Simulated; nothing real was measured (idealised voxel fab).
The following is a process module called voxel spacer lines.
Square cell edge 5 nm, section width 185 nm, ID cut.
For the purposes of this document, a cross-section shall be understood as a grid of square cells, specified as bands listed in top-to-bottom order, each band consisting of one or more rows of cells. It is stipulated that each band's entry specify, in nanometres, the height of the top of the band and then that of its bottom, followed by the materials of the band in left-to-right sequence, each together with its width in nanometres. A single material marked by the word "full width" is understood to fill the band from edge to edge; the word "air" is understood to denote empty space. The reference from which all heights are counted is 0, the level beneath which the as-received wafer is entirely one material; the lowest band, having no lower bound, proceeds downward and is written after the example "z 0 and below". A two-number width, for instance "30..40", indicates that the width is equal to the first number in the top row of the band and to the second number in the bottom row, and that it changes by a constant amount per row of cells. Step marked "remained the same"? Then no cell in the cross-section changed in it. Enclosed voids (no open way to top), threshold 8 cells or more, entry "Fully sealed voids", notation width x height at distance, distance from left edge, nm. Whatever follows a step's settings on its line is a remark the simulator itself makes about that step. overlay nm: for a step with a mask, the amount by which the mask lay right of where it was planned; a negative amount means left of it.

**Steps in the process plan**
1 RECEIVE | material Si
2 CONFORMAL_DEP | material Al2O3 | thk nm 10
3 DIRECTIONAL_DEP | material SiN | thk nm 10
4 DIRECTIONAL_DEP | material polySi | thk nm 30
5 PATTERN | tone cover | mask id MANDREL | material resist | width nm 20 | pitch nm 60 | thk nm 40 | overlay nm 0
6 DIRECTIONAL_ETCH | etch materials polySi | depth nm 30
7 STRIP | etch materials resist
8 CONFORMAL_DEP | material SiO2 | thk nm 10
9 DIRECTIONAL_ETCH | etch materials SiO2 | depth nm 10
10 STRIP | etch materials polySi
11 DIRECTIONAL_ETCH | etch materials SiN | depth nm 10
12 STRIP | etch materials SiO2

**Wafer, first of two, run as planned**

**Incoming wafer in cross-section (state: after step 1)**
  z 0 and below | Si full width
  Fully sealed voids: none

**The wafer, seen in cross-section, after step 2**
  z 10 to 0 | Al2O3 full width
  Beneath the level 0, the cross-section is identical to its previous state.

**The wafer, seen in cross-section, after step 3**
  z 20 to 10 | SiN full width
  Beneath the level 10, the cross-section is identical to its previous state.

**The wafer, seen in cross-section, after step 4**
  z 50 to 20 | polySi full width
  Beneath the level 20, the cross-section is identical to its previous state.

**The wafer, seen in cross-section, after step 5**
  z 90 to 50 | air 20 | resist 20 | air 40 | resist 20 | air 40 | resist 20 | air 25
  Beneath the level 50, the cross-section is identical to its previous state.

**The wafer, seen in cross-section, after step 6**
  z 90 to 50 | air 20 | resist 20 | air 40 | resist 20 | air 40 | resist 20 | air 25
  z 50 to 20 | air 20 | polySi 20 | air 40 | polySi 20 | air 40 | polySi 20 | air 25
  Beneath the level 20, the cross-section is identical to its previous state.

**The wafer, seen in cross-section, after step 7**
  z 50 to 20 | air 20 | polySi 20 | air 40 | polySi 20 | air 40 | polySi 20 | air 25
  Beneath the level 20, the cross-section is identical to its previous state.

**The wafer, seen in cross-section, after step 8**
  z 60 to 50 | air 10 | SiO2 40 | air 20 | SiO2 40 | air 20 | SiO2 40 | air 15
  z 50 to 30 | air 10 | SiO2 10 | polySi 20 | SiO2 10 | air 20 | SiO2 10 | polySi 20 | SiO2 10 | air 20 | SiO2 10 | polySi 20 | SiO2 10 | air 15
  z 30 to 20 | SiO2 20 | polySi 20 | SiO2 40 | polySi 20 | SiO2 40 | polySi 20 | SiO2 25
  Beneath the level 20, the cross-section is identical to its previous state.

**The wafer, seen in cross-section, after step 9**
  z 50 to 20 | air 10 | SiO2 10 | polySi 20 | SiO2 10 | air 20 | SiO2 10 | polySi 20 | SiO2 10 | air 20 | SiO2 10 | polySi 20 | SiO2 10 | air 15
  Beneath the level 20, the cross-section is identical to its previous state.

**The wafer, seen in cross-section, after step 10**
  z 50 to 20 | air 10 | SiO2 10 | air 20 | SiO2 10 | air 20 | SiO2 10 | air 20 | SiO2 10 | air 20 | SiO2 10 | air 20 | SiO2 10 | air 15
  Beneath the level 20, the cross-section is identical to its previous state.

**The wafer, seen in cross-section, after step 11**
  z 50 to 20 | air 10 | SiO2 10 | air 20 | SiO2 10 | air 20 | SiO2 10 | air 20 | SiO2 10 | air 20 | SiO2 10 | air 20 | SiO2 10 | air 15
  z 20 to 10 | air 10 | SiN 10 | air 20 | SiN 10 | air 20 | SiN 10 | air 20 | SiN 10 | air 20 | SiN 10 | air 20 | SiN 10 | air 15
  Beneath the level 10, the cross-section is identical to its previous state.

**The wafer, seen in cross-section, after step 12**
  z 20 to 10 | air 10 | SiN 10 | air 20 | SiN 10 | air 20 | SiN 10 | air 20 | SiN 10 | air 20 | SiN 10 | air 20 | SiN 10 | air 15
  Beneath the level 10, the cross-section is identical to its previous state.

**Second wafer, same starting conditions and recipe as the first, one mistake in executing it, nothing differs from the first up to and including step 4**

**The second wafer cut through, at the time step 5 was supposed to be finished**
  z 90 to 50 | resist 20 | air 20 | resist 40 | air 20 | resist 40 | air 20 | resist 25
  Beneath the level 50, the cross-section is identical to its previous state.

**The second wafer cut through, at the time step 6 was supposed to be finished**
  z 90 to 50 | resist 20 | air 20 | resist 40 | air 20 | resist 40 | air 20 | resist 25
  z 50 to 20 | polySi 20 | air 20 | polySi 40 | air 20 | polySi 40 | air 20 | polySi 25
  Beneath the level 20, the cross-section is identical to its previous state.

**The second wafer cut through, at the time step 7 was supposed to be finished**
  z 50 to 20 | polySi 20 | air 20 | polySi 40 | air 20 | polySi 40 | air 20 | polySi 25
  Beneath the level 20, the cross-section is identical to its previous state.

**The second wafer cut through, at the time step 8 was supposed to be finished**
  z 60 to 50 | SiO2 full width
  z 50 to 20 | polySi 20 | SiO2 20 | polySi 40 | SiO2 20 | polySi 40 | SiO2 20 | polySi 25
  Beneath the level 20, the cross-section is identical to its previous state.

**The second wafer cut through, at the time step 9 was supposed to be finished**
  z 50 to 20 | polySi 20 | SiO2 20 | polySi 40 | SiO2 20 | polySi 40 | SiO2 20 | polySi 25
  Beneath the level 20, the cross-section is identical to its previous state.

**The second wafer cut through, at the time step 10 was supposed to be finished**
  z 50 to 20 | air 20 | SiO2 20 | air 40 | SiO2 20 | air 40 | SiO2 20 | air 25
  Beneath the level 20, the cross-section is identical to its previous state.

**The second wafer cut through, at the time step 11 was supposed to be finished**
  z 50 to 20 | air 20 | SiO2 20 | air 40 | SiO2 20 | air 40 | SiO2 20 | air 25
  z 20 to 10 | air 20 | SiN 20 | air 40 | SiN 20 | air 40 | SiN 20 | air 25
  Beneath the level 10, the cross-section is identical to its previous state.

**The second wafer cut through, at the time step 12 was supposed to be finished**
  z 20 to 10 | air 20 | SiN 20 | air 40 | SiN 20 | air 40 | SiN 20 | air 25
  Beneath the level 10, the cross-section is identical to its previous state.
What broke from the plan during processing? heads up, step 5 didn't go per plan, it actually ran as PATTERN | tone open | mask id MANDREL | material resist | width nm 20 | pitch nm 60 | thk nm 40 | overlay nm 0
Same inventory, different map: at the end, the second wafer holds as many cells of each material as the first, placed elsewhere.
